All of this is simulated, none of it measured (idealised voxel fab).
Process module, titled voxel self aligned contacts
Shown is cross-section cut, with a width of 235 nm and square cells of size 5 nm.
Cross-section spec: square-cell grid; bands listed top down; each band is one or more rows.
For a band, the entry starts with two heights in nm, that of the top and then that of the bottom, and carries on with the band's materials in order from left to right, each alongside its width in nm; the word "all across" beside a single material means it fills the band edge to edge, and "air" means empty space.
The level at which height equals 0 is the one under which the wafer, as it arrives, is entirely one material. No lower edge exists for the bottom band, which continues downward and is notated as in "0 and below".
Quick explanation for "30 to 40": the width changes in equal steps down the rows of cells, from the first number in the band's top row to the second number in its bottom row.
"stayed the same", as given for a step, is the statement that not any cell of the cross-section underwent a change during that step.
Entry "Sealed void listing". Content: empty spaces with no open connection to the top, size 8 cells or greater. Each: width x height at distance. Distance: from left edge. Unit: nm.
If you see something after the settings on a step's line, that's the simulator's own remark about that step.
Each step line may optionally specify "overlay nm", which for a step with a mask gives the rightward distance between the mask's planned place and where it lay, a negative value indicating the leftward direction.
THE STEPS PLANNED FOR THE PROCESS ARE AS FOLLOWS
1,RECEIVE,material Si
2,CONFORMAL_DEP,material SiO2,thk nm 5
3,DIRECTIONAL_DEP,material polySi,thk nm 30
4,DIRECTIONAL_DEP,material SiN,thk nm 20
5,DIRECTIONAL_DEP,material aC,thk nm 15
6,PATTERN,tone cover,mask id GATE,material resist,width nm 35,pitch nm 75,thk nm 30,overlay nm -10
7,DIRECTIONAL_ETCH,etch materials aC,depth nm 15
8,STRIP,etch materials resist
9,DIRECTIONAL_ETCH,etch materials SiN,depth nm 20
10,DIRECTIONAL_ETCH,etch materials polySi,depth nm 30
11,STRIP,etch materials aC
12,CONFORMAL_DEP,material SiN,thk nm 10
13,DIRECTIONAL_ETCH,etch materials SiN,depth nm 10
14,FILL_DEP,material SiO2,thk nm 20
15,CMP,height nm 65
16,DIRECTIONAL_DEP,material aC,thk nm 15
17,PATTERN,tone open,mask id CONTACT,material resist,width nm 50,pitch nm 75,thk nm 35,overlay nm 0
18,DIRECTIONAL_ETCH,etch materials aC,depth nm 15
19,STRIP,etch materials resist
20,DIRECTIONAL_ETCH,etch materials SiO2,depth nm 65
21,STRIP,etch materials aC
22,CONFORMAL_DEP,material TiN,thk nm 5
23,FILL_DEP,material W,thk nm 10
24,CMP,height nm 65
25,CONFORMAL_DEP,material SiCN,thk nm 5
The plan's step 6 overlay nm is the first wafer's value; the wafers differ in this setting and start identical.
CROSS-SECTION OF THE FIRST OF SEVERAL WAFERS ON RECEIPT, REFLECTING COMPLETION OF STEP 1
0 and below  Si all across
Sealed void listing: none
SO IN THIS TABLE EVERY WAFER GETS ITS OWN ROW, AND WHAT YOU SEE IS WHERE IT STANDS AT THE END OF THE MODULE: FOR EACH MATERIAL, HOW MANY CELLS IT PICKED UP (+) OR GAVE UP (-) SINCE WE RECEIVED IT, AND AFTER THAT ITS CLOSED VOIDS
overlay nm -10, +47 SiCN, +204 SiN, +153 SiO2, +68 TiN, +60 W, +126 polySi, Sealed void listing: none
overlay nm -5, +47 SiCN, +204 SiN, +153 SiO2, +68 TiN, +60 W, +126 polySi, Sealed void listing: none
overlay nm 0, +47 SiCN, +204 SiN, +153 SiO2, +68 TiN, +60 W, +126 polySi, Sealed void listing: none
overlay nm 5, +47 SiCN, +204 SiN, +153 SiO2, +68 TiN, +60 W, +126 polySi, Sealed void listing: none
overlay nm 10, +47 SiCN, +204 SiN, +153 SiO2, +68 TiN, +60 W, +126 polySi, Sealed void listing: none
